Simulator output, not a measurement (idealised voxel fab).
process module | voxel spacer lines
cross-section cut | 275 nm wide | cells 5 nm
A cross-section is a grid of square cells, given in bands from the top down. A band is one or more rows of cells.
Each band's line starts with the height of the band's top and of its bottom, in nm. Then come its materials from left to right, each with its width in nm. One material with "throughout" fills the band from edge to edge. "air" is empty space.
Height 0 is the level under which the wafer as received is all one material. The lowest band goes on downwards, as in "0 down".
A width such as "30 to 40" changes by the same amount from each row of cells to the next, from the band's top row to its bottom row.
"no change" after a step means that no cell of the cross-section changed.
closed voids: empty space of 8 cells or more with no open way to the top, each as width x height at its distance from the left edge, in nm
after a step's settings: what the simulator itself notes on the step
overlay nm, on a step with a mask: how far to the right of its planned place the mask lay; to the left if negative
plan
1 op RECEIVE | material Si
2 op CONFORMAL_DEP | material Al2O3 | thk nm 5
3 op DIRECTIONAL_DEP | material polySi | thk nm 15
4 op DIRECTIONAL_DEP | material aC | thk nm 20
5 op PATTERN | tone cover | mask id MANDREL | material resist | width nm 15 | pitch nm 50 | thk nm 25 | overlay nm 0
6 op DIRECTIONAL_ETCH | etch materials aC | depth nm 20
7 op STRIP | etch materials resist
8 op CONFORMAL_DEP | material SiO2 | thk nm 10
9 op DIRECTIONAL_ETCH | etch materials SiO2 | depth nm 10
10 op STRIP | etch materials aC
11 op DIRECTIONAL_ETCH | etch materials polySi | depth nm 15
12 op STRIP | etch materials SiO2
as received, after step 1
  0 down: Si throughout
  closed voids: none
a wafer at the end: this start, this plan, one mistake
  30 to 15: air 95 | polySi 10 | air 15 | polySi 10 | air 15 | polySi 10 | air 15 | polySi 10 | air 95
  15 to 0: Al2O3 throughout
  0 down: Si throughout
  closed voids: none
what went wrong: step 2 ran as: op CONFORMAL_DEP | material Al2O3 | thk nm 15
